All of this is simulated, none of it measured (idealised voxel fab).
You're looking at the process module voxel released beams.
Cross-section cut: width 150 nm, square cells of 5 nm.
When this document writes out a cross-section, it uses a grid of square cells and lists it as bands, beginning at the top and moving down, with a band standing for one or more rows of cells. It is stipulated that each band's entry specify, in nanometres, the height of the top of the band and then that of its bottom, followed by the materials of the band in left-to-right sequence, each together with its width in nanometres. A single material marked by the word "throughout" is understood to fill the band from edge to edge; the word "air" is understood to denote empty space. Height datum 0, below which the as-received substrate wafer is one material. Lowest band open at the bottom, running downward: "0 and below". A width such as "30->40" changes by the same amount from each row of cells to the next, from the band's top row to its bottom row. "everything unchanged" (step): cross-section cells unchanged, all of them. Empty spaces counting at least 8 cells and having no open way to the top are listed in "Closed-off voids". The notation width x height at distance is used for each, the distance being from the left edge and all three values in nm. Note: text after step settings on the step line = simulator remark on that step. overlay nm: mask offset rightward from planned place, masked step; negative means leftward offset.

The steps planned for the process are as follows:
1,RECEIVE | material Si
2,CONFORMAL_DEP | material Al2O3 | thk nm 10
3,DIRECTIONAL_DEP | material SiO2 | thk nm 10
4,PATTERN | tone open | mask id ANCHOR | material resist | width nm 35 | thk nm 15 | overlay nm 0
5,DIRECTIONAL_ETCH | etch materials SiO2 | depth nm 10
6,STRIP | etch materials resist
7,CONFORMAL_DEP | material polySi | thk nm 10
8,MASKED_ETCH | tone cover | mask id BEAM | width nm 80 | etch materials polySi | depth nm 10 | overlay nm 0
9,STRIP | etch materials SiO2

Cross-section of the wafer upon arrival, representing the state reached after step 1:
	0 and below  Si throughout
	Closed-off voids: none

The first of two wafers, cross-sectioned at the end of the module, with the run proceeding as planned:
	30 down to 20  air (30) / polySi (15) / air (15) / polySi (50) / air (40)
	20 down to 10  air (35) / polySi (35) / air (80)
	10 down to 0  Al2O3 throughout
	0 and below  Si throughout
	Closed-off voids: none

This cross-section belongs to the second wafer of two at the end of the module; the start and the plan were shared with the first, and the run included one mistake:
	30 down to 20  air (35) / polySi (10) / air (15) / polySi (55) / air (35)
	20 down to 10  air (35) / polySi (35) / air (80)
	10 down to 0  Al2O3 throughout
	0 and below  Si throughout
	Closed-off voids: none
what went wrong: not per plan at step 8, really ran MASKED_ETCH | tone cover | mask id BEAM | width nm 80 | etch materials polySi | depth nm 10 | overlay nm 5
At the end, each material covers as many cells on the second wafer as it does on the first, though the cells it covers are elsewhere.
